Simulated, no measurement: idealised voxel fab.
The document below concerns the process module designated voxel wiring stack.
220 nm wide, 5 nm square cells: that's cross-section cut.
A cross-section is a grid of square cells, given in bands from the top down. A band is one or more rows of cells. What a band's entry tells you: where the top is and where the bottom is, as heights in nm, and after that what lies inside, material by material from left to right, each with its width in nm. Empty space is written as the word "empty", and a single material marked with the word "all across" occupies the band from edge to edge. Basically, 0 is our baseline, since under it the wafer straight out of the box is all one material. The bottom band has no lower end and keeps on going down, so it looks like "0 and below". Graded width ("30->40"): value in top row of band = first number; value in bottom row = second number; row-to-row change constant. Any step labelled "remained the same" changed none of the cells in the cross-section. This entry, "Voids, fully enclosed", enumerates those empty regions of no fewer than 8 cells that possess no open connection to the top. Each region is reported in the form width x height at distance, the distance being taken from the left edge, with all three quantities expressed in nm. Formally, on a step line, whatever follows the settings is a remark that the simulator itself makes on the step. Among the settings permitted on a step's line is "overlay nm"; applied to a step with a mask, it specifies the extent to which the mask lay to the right of its planned position, whereas a negative figure signifies a position to the left.

[Planned process steps]
1. op RECEIVE | material Si
2. op CONFORMAL_DEP | material SiO2 | thk nm 15
3. op CONFORMAL_DEP | material SiN | thk nm 5
4. op DIRECTIONAL_DEP | material SiO2 | thk nm 25
5. op DIRECTIONAL_DEP | material aC | thk nm 15
6. op PATTERN | tone open | mask id METAL_1 | material resist | width nm 20 | pitch nm 45 | thk nm 35 | overlay nm 0
7. op DIRECTIONAL_ETCH | etch materials aC | depth nm 15
8. op STRIP | etch materials resist
9. op DIRECTIONAL_ETCH | etch materials SiO2 | depth nm 25
10. op DIRECTIONAL_ETCH | etch materials SiN | depth nm 5
11. op STRIP | etch materials aC
12. op CONFORMAL_DEP | material TiN | thk nm 5
13. op FILL_DEP | material Ru | thk nm 10
14. op CMP | height nm 45
15. op EPI | material Ru | thk nm 5
16. op FILL_DEP | material SiCN | thk nm 5
17. op DIRECTIONAL_DEP | material lowk | thk nm 10
18. op PATTERN | tone open | mask id PLUG_1 | material resist | width nm 15 | pitch nm 90 | thk nm 15 | overlay nm 0
19. op DIRECTIONAL_ETCH | etch materials lowk | depth nm 10
20. op DIRECTIONAL_ETCH | etch materials SiCN | depth nm 5
21. op STRIP | etch materials resist
22. op EPI | material Ru | thk nm 10
23. op EPI | material Ru | thk nm 5
24. op DIRECTIONAL_DEP | material TiN | thk nm 5
25. op DIRECTIONAL_DEP | material Ru | thk nm 20
26. op DIRECTIONAL_DEP | material aC | thk nm 10
27. op PATTERN | tone cover | mask id METAL_2 | material resist | width nm 20 | pitch nm 45 | thk nm 30 | overlay nm 0
28. op DIRECTIONAL_ETCH | etch materials aC | depth nm 10
29. op STRIP | etch materials resist
30. op DIRECTIONAL_ETCH | etch materials Ru | depth nm 20
31. op DIRECTIONAL_ETCH | etch materials TiN | depth nm 5
32. op STRIP | etch materials aC
33. op CONFORMAL_DEP | material SiN | thk nm 5
34. op FILL_DEP | material lowk | thk nm 10
35. op CMP | height nm 90
36. op CONFORMAL_DEP | material SiCN | thk nm 5
37. op DIRECTIONAL_DEP | material SiO2 | thk nm 10
38. op PATTERN | tone open | mask id PLUG_2 | material resist | width nm 15 | pitch nm 90 | thk nm 20 | overlay nm 0
39. op DIRECTIONAL_ETCH | etch materials SiO2 | depth nm 10
40. op DIRECTIONAL_ETCH | etch materials SiCN | depth nm 5
41. op STRIP | etch materials resist
42. op EPI | material Ru | thk nm 10
43. op EPI | material Ru | thk nm 5
44. op CONFORMAL_DEP | material SiCN | thk nm 5
45. op DIRECTIONAL_DEP | material lowk | thk nm 25
46. op MASKED_ETCH | tone open | mask id METAL_3 | width nm 20 | pitch nm 45 | etch materials lowk | depth nm 25 | overlay nm 0
47. op MASKED_ETCH | tone open | mask id METAL_3 | width nm 20 | pitch nm 45 | etch materials SiCN | depth nm 5 | overlay nm 0
48. op CONFORMAL_DEP | material TiN | thk nm 5
49. op FILL_DEP | material Ru | thk nm 5
50. op CMP | height nm 135
51. op CONFORMAL_DEP | material SiCN | thk nm 5

[Wafer cross-section on receipt, i.e. after step 1]
> 0 and below  Si all across
> Voids, fully enclosed: none

[Result of the module, cross-sectioned: start per above, plan per above, one error in how it was run]
> 140 down to 135  SiCN all across
> 135 down to 110  30 nm lowk / 5 nm TiN / 10 nm Ru / 5 nm TiN / 25 nm lowk / 5 nm TiN / 10 nm Ru / 5 nm TiN / 25 nm lowk / 5 nm TiN / 10 nm Ru / 5 nm TiN / 25 nm lowk / 5 nm TiN / 10 nm Ru / 5 nm TiN / 35 nm lowk
> 110 down to 105  30 nm SiCN / 20 nm TiN / 25 nm SiCN / 20 nm TiN / 25 nm SiCN / 20 nm TiN / 25 nm SiCN / 20 nm TiN / 35 nm SiCN
> 105 down to 95  30 nm SiO2 / 15 nm Ru / 75 nm SiO2 / 15 nm Ru / 85 nm SiO2
> 95 down to 90  30 nm SiCN / 15 nm Ru / 75 nm SiCN / 15 nm Ru / 85 nm SiCN
> 90 down to 70  25 nm lowk / 5 nm SiN / 20 nm Ru / 5 nm SiN / 15 nm lowk / 5 nm SiN / 20 nm Ru / 5 nm SiN / 15 nm lowk / 5 nm SiN / 20 nm Ru / 5 nm SiN / 15 nm lowk / 5 nm SiN / 20 nm Ru / 5 nm SiN / 30 nm lowk
> 70 down to 65  5 nm lowk / 25 nm SiN / 20 nm TiN / 25 nm SiN / 20 nm TiN / 25 nm SiN / 20 nm TiN / 25 nm SiN / 20 nm TiN / 25 nm SiN / 10 nm lowk
> 65 down to 55  5 nm lowk / 5 nm SiN / 195 nm Ru / 5 nm SiN / 10 nm lowk
> 55 down to 50  10 nm SiN / 195 nm Ru / 15 nm SiN
> 50 down to 45  25 nm SiCN / 30 nm Ru / 15 nm SiCN / 30 nm Ru / 15 nm SiCN / 30 nm Ru / 15 nm SiCN / 30 nm Ru / 30 nm SiCN
> 45 down to 20  30 nm SiO2 / 5 nm TiN / 10 nm Ru / 5 nm TiN / 25 nm SiO2 / 5 nm TiN / 10 nm Ru / 5 nm TiN / 25 nm SiO2 / 5 nm TiN / 10 nm Ru / 5 nm TiN / 25 nm SiO2 / 5 nm TiN / 10 nm Ru / 5 nm TiN / 35 nm SiO2
> 20 down to 15  30 nm SiN / 20 nm TiN / 25 nm SiN / 20 nm TiN / 25 nm SiN / 20 nm TiN / 25 nm SiN / 20 nm TiN / 35 nm SiN
> 15 down to 0  SiO2 all across
> 0 and below  Si all across
> Voids, fully enclosed: none
Heads up, the wafer didn't run the way we planned it: heads up, step 18 of the plan was skipped and never actually ran
